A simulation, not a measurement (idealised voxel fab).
process module | voxel lift off
cross-section cut | 190 nm wide | cells 5 nm
A cross-section is a grid of square cells, given in bands from the top down. A band is one or more rows of cells.
Each band's line starts with the height of the band's top and of its bottom, in nm. Then come its materials from left to right, each with its width in nm. One material with "throughout" fills the band from edge to edge. "air" is empty space.
Height 0 is the level under which the wafer as received is all one material. The lowest band goes on downwards, as in "0 down".
A width such as "30 to 40" changes by the same amount from each row of cells to the next, from the band's top row to its bottom row.
"no change" after a step means that no cell of the cross-section changed.
closed voids: empty space of 8 cells or more with no open way to the top, each as width x height at its distance from the left edge, in nm
after a step's settings: what the simulator itself notes on the step
overlay nm, on a step with a mask: how far to the right of its planned place the mask lay; to the left if negative
plan
1 op RECEIVE | material Si
2 op CONFORMAL_DEP | material Al2O3 | thk nm 5
3 op PATTERN | tone open | mask id LINES | material resist | width nm 30 | pitch nm 55 | thk nm 20 | overlay nm 0
4 op DIRECTIONAL_DEP | material Ru | thk nm 10
5 op STRIP | etch materials resist
6 op CONFORMAL_DEP | material SiCN | thk nm 5
as received, after step 1
  0 down: Si throughout
  closed voids: none
first wafer at the end, as planned
  20 to 15: air 45 | SiCN 40 | air 15 | SiCN 40 | air 50
  15 to 10: air 45 | SiCN 5 | Ru 30 | SiCN 5 | air 15 | SiCN 5 | Ru 30 | SiCN 5 | air 50
  10 to 5: SiCN 50 | Ru 30 | SiCN 25 | Ru 30 | SiCN 55
  5 to 0: Al2O3 throughout
  0 down: Si throughout
  closed voids: none
second wafer at the end: like start, like plan, one mistake
  20 to 15: air 50 | SiCN 35 | air 20 | SiCN 35 | air 50
  15 to 10: air 50 | SiCN 5 | Ru 25 | SiCN 5 | air 20 | SiCN 5 | Ru 25 | SiCN 5 | air 50
  10 to 5: SiCN 55 | Ru 25 | SiCN 30 | Ru 25 | SiCN 55
  5 to 0: Al2O3 throughout
  0 down: Si throughout
  closed voids: none
what went wrong: step 3 ran as: op PATTERN | tone open | mask id LINES | material resist | width nm 25 | pitch nm 55 | thk nm 20 | overlay nm 0
at the end the second wafer has, in cells: 4 fewer of Ru
